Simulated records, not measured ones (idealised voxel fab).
A process module follows: voxel local oxidation.
Displayed cross-section: cut, width of 295 nm, square cells sized 5 nm.
Bands, listed from the top down, are how a cross-section gets written in this document; the cross-section itself is a grid of square cells, and a band is one or more rows of them. The band entry comprises the height of the band's top followed by the height of its bottom, expressed in nm, and subsequently the band's materials from left to right, each stated together with its width in nm. Where a single material is marked with the word "edge to edge", that material fills the band from edge to edge. The word "air" represents empty space. We count height from 0. Below that, the starting wafer is all one material. The lowest band never ends at the bottom but goes on down; see "0 -> down" for how that is written. A width given as "30 to 40" starts at the first number in the band's top row and ends at the second number in its bottom row, shifting by an equal amount at every step from row to row. "remained the same" -> step changed no cross-section cell. The list in "Trapped voids" covers empty spaces of 8 cells or more that cannot reach the top through any open way, and it gives each as width x height at distance; the distance is from the left edge, and width, height and distance are in nm. Read whatever lies past the settings on a step's line as the simulator's own remark about the step. You can add "overlay nm" to a step's line. For a step with a mask, it describes how far the mask lay to the right of its planned position, and a negative number describes a lay to the left.
-- List of planned process steps
1,op RECEIVE | material Si
2,op CONFORMAL_DEP | material SiO2 | thk nm 5
3,op CONFORMAL_DEP | material SiN | thk nm 10
4,op DIRECTIONAL_DEP | material aC | thk nm 15
5,op PATTERN | tone cover | mask id ACTIVE | material resist | width nm 100 | pitch nm 130 | thk nm 35 | overlay nm 0
6,op DIRECTIONAL_ETCH | etch materials aC | depth nm 15
7,op STRIP | etch materials resist
8,op DIRECTIONAL_ETCH | etch materials SiN | depth nm 10
9,op STRIP | etch materials aC
10,op SELECTIVE_ETCH | etch materials SiO2 | depth nm 5
11,op OXIDIZE | depth nm 10
12,op STRIP | etch materials SiN
-- Wafer, first of two, run as planned
-- This is the cross-section of the wafer as we received it, i.e. after step 1
	0 -> down = Si edge to edge
	Trapped voids: none
-- Cross-section: wafer state after step 2
	5 -> 0 = SiO2 edge to edge
	Below 0, the layers are the same as they were.
-- Cross-section: wafer state after step 3
	15 -> 5 = SiN edge to edge
	Below 5, the layers are the same as they were.
-- Cross-section: wafer state after step 4
	30 -> 15 = aC edge to edge
	Below 15, the layers are the same as they were.
-- Cross-section: wafer state after step 5
	65 -> 30 = air 30 | resist 100 | air 30 | resist 100 | air 35
	Below 30, the layers are the same as they were.
-- Cross-section: wafer state after step 6
	50 -> 30 = air 30 | resist 100 | air 30 | resist 100 | air 35
	30 -> 15 = air 30 | aC 100 | air 30 | aC 100 | air 35
	Below 15, the layers are the same as they were.
-- Cross-section: wafer state after step 7
	30 -> 15 = air 30 | aC 100 | air 30 | aC 100 | air 35
	Below 15, the layers are the same as they were.
-- Cross-section: wafer state after step 8
	30 -> 15 = air 30 | aC 100 | air 30 | aC 100 | air 35
	15 -> 5 = air 30 | SiN 100 | air 30 | SiN 100 | air 35
	Below 5, the layers are the same as they were.
-- Cross-section: wafer state after step 9
	15 -> 5 = air 30 | SiN 100 | air 30 | SiN 100 | air 35
	Below 5, the layers are the same as they were.
-- Cross-section: wafer state after step 10
	15 -> 5 = air 30 | SiN 100 | air 30 | SiN 100 | air 35
	5 -> 0 = air 35 | SiO2 90 | air 40 | SiO2 90 | air 40
	Below 0, the layers are the same as they were.
-- Cross-section: wafer state after step 11
	15 -> 5 = air 30 | SiN 100 | air 30 | SiN 100 | air 35
	5 -> 0 = air 35 | SiO2 90 | air 40 | SiO2 90 | air 40
	0 -> -10 = SiO2 45 | Si 70 | SiO2 60 | Si 70 | SiO2 50
	Below -10, the layers are the same as they were.
-- Cross-section: wafer state after step 12
	5 -> 0 = air 35 | SiO2 90 | air 40 | SiO2 90 | air 40
	Below 0, the layers are the same as they were.
-- Here the second wafer is described. Its start and its plan were those of the first wafer. Its run contained one mistake. Up to and including step 4, it did exactly what the first wafer did
-- Second wafer at the planned finish of step 5, seen in cross-section
	65 -> 30 = air 35 | resist 95 | air 35 | resist 95 | air 35
	Below 30, the layers are the same as they were.
-- Second wafer at the planned finish of step 6, seen in cross-section
	50 -> 30 = air 35 | resist 95 | air 35 | resist 95 | air 35
	30 -> 15 = air 35 | aC 95 | air 35 | aC 95 | air 35
	Below 15, the layers are the same as they were.
-- Second wafer at the planned finish of step 7, seen in cross-section
	30 -> 15 = air 35 | aC 95 | air 35 | aC 95 | air 35
	Below 15, the layers are the same as they were.
-- Second wafer at the planned finish of step 8, seen in cross-section
	30 -> 15 = air 35 | aC 95 | air 35 | aC 95 | air 35
	15 -> 5 = air 35 | SiN 95 | air 35 | SiN 95 | air 35
	Below 5, the layers are the same as they were.
-- Second wafer at the planned finish of step 9, seen in cross-section
	15 -> 5 = air 35 | SiN 95 | air 35 | SiN 95 | air 35
	Below 5, the layers are the same as they were.
-- Second wafer at the planned finish of step 10, seen in cross-section
	15 -> 5 = air 35 | SiN 95 | air 35 | SiN 95 | air 35
	5 -> 0 = air 40 | SiO2 85 | air 45 | SiO2 85 | air 40
	Below 0, the layers are the same as they were.
-- Second wafer at the planned finish of step 11, seen in cross-section
	15 -> 5 = air 35 | SiN 95 | air 35 | SiN 95 | air 35
	5 -> 0 = air 40 | SiO2 85 | air 45 | SiO2 85 | air 40
	0 -> -10 = SiO2 50 | Si 65 | SiO2 65 | Si 65 | SiO2 50
	Below -10, the layers are the same as they were.
-- Second wafer at the planned finish of step 12, seen in cross-section
	5 -> 0 = air 40 | SiO2 85 | air 45 | SiO2 85 | air 40
	Below 0, the layers are the same as they were.
Processing error: step 5 off recipe, ran as op PATTERN | tone cover | mask id ACTIVE | material resist | width nm 95 | pitch nm 130 | thk nm 35 | overlay nm 0
Count the cells at the end and the second wafer has more or fewer of some materials than the first: Si -4 | SiO2 +2
